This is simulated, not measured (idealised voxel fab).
A process module follows: voxel air gaps.
Cross-sectional view cut (width: 265 nm; square cell size: 5 nm).
Cross-section, as written here: a square-cell grid given band by band from the top down, where a band holds one or more rows of cells.
Band: top and bottom heights (nm) first, top before bottom; then materials from left to right, widths in nm. "full width" marks a sole material filling the band edge to edge. "blank" denotes empty space.
A quick word on heights: they are counted from 0, and under that level the wafer as it came to us is one material throughout. The lowest band is different from the rest in having no bottom; it simply continues downward, written as in "0..down".
Top row gets the first number, bottom row gets the second, and each row in between changes by the same step: that is how a band width like "30->40" works.
"all unchanged", as given for a step, is the statement that not any cell of the cross-section underwent a change during that step.
"Fully closed voids" - sealed voids, min. 8 cells, no opening to top; format: width x height at distance (distance from left edge; nm throughout).
Past the settings on a step's line: simulator remark, on that step.
A step's line can hold "overlay nm"; with a mask on that step, the setting says how far right of the planned place the mask lay, while a negative setting says it lay to the left.

### The planned process steps are enumerated hereunder
step 1: op RECEIVE | material Si
step 2: op CONFORMAL_DEP | material SiO2 | thk nm 15
step 3: op CONFORMAL_DEP | material SiN | thk nm 5
step 4: op DIRECTIONAL_DEP | material SiO2 | thk nm 40
step 5: op DIRECTIONAL_DEP | material aC | thk nm 15
step 6: op PATTERN | tone open | mask id LINES | material resist | width nm 25 | pitch nm 55 | thk nm 35 | overlay nm 0
step 7: op DIRECTIONAL_ETCH | etch materials aC | depth nm 15
step 8: op STRIP | etch materials resist
step 9: op DIRECTIONAL_ETCH | etch materials SiO2 | depth nm 40
step 10: op STRIP | etch materials aC
step 11: op CONFORMAL_DEP | material TiN | thk nm 5
step 12: op FILL_DEP | material W | thk nm 10
step 13: op CMP | height nm 60
step 14: op EPI | material Ru | thk nm 10
step 15: op SELECTIVE_ETCH | etch materials SiO2 | depth nm 50
step 16: op CONFORMAL_DEP | material SiCN | thk nm 5

### as received, after step 1
0..down = Si full width
Fully closed voids: none

### Looking at the first of two wafers in cross-section at end of module - ran to plan
75..70 = blank 20, SiCN 220, blank 25
70..60 = blank 20, SiCN 5, Ru 45, SiCN 10, Ru 45, SiCN 10, Ru 45, SiCN 10, Ru 45, SiCN 5, blank 25
60..55 = blank 20, SiCN 15, TiN 5, W 15, TiN 5, SiCN 30, TiN 5, W 15, TiN 5, SiCN 30, TiN 5, W 15, TiN 5, SiCN 30, TiN 5, W 15, TiN 5, SiCN 15, blank 25
55..25 = blank 30, SiCN 5, TiN 5, W 15, TiN 5, SiCN 5, blank 20, SiCN 5, TiN 5, W 15, TiN 5, SiCN 5, blank 20, SiCN 5, TiN 5, W 15, TiN 5, SiCN 5, blank 20, SiCN 5, TiN 5, W 15, TiN 5, SiCN 5, blank 35
25..20 = SiCN 35, TiN 25, SiCN 30, TiN 25, SiCN 30, TiN 25, SiCN 30, TiN 25, SiCN 40
20..15 = SiN full width
15..0 = SiO2 full width
0..down = Si full width
Fully closed voids: 20 x 30 at 65; 20 x 30 at 120; 20 x 30 at 175

### Same start, same plan as the first wafer - but one mistake in the run. Cross-section of the second of the two at the end of the module
90..85 = SiCN full width
85..75 = Ru full width
75..65 = W full width
65..60 = TiN 40, W 15, TiN 40, W 15, TiN 40, W 15, TiN 40, W 15, TiN 45
60..25 = SiO2 35, TiN 5, W 15, TiN 5, SiO2 30, TiN 5, W 15, TiN 5, SiO2 30, TiN 5, W 15, TiN 5, SiO2 30, TiN 5, W 15, TiN 5, SiO2 40
25..20 = SiO2 35, TiN 25, SiO2 30, TiN 25, SiO2 30, TiN 25, SiO2 30, TiN 25, SiO2 40
20..15 = SiN full width
15..0 = SiO2 full width
0..down = Si full width
Fully closed voids: none
Short version of what went wrong: step 13 in the plan did not get run; it was skipped
Final comparison by cell count, materials where the second wafer has more or fewer than the first: 34 more of Ru | 112 fewer of SiCN | 264 more of SiO2 | 41 more of TiN | 118 more of W
So at the end we're looking at 3 closed voids on the first wafer and 0 on the second.
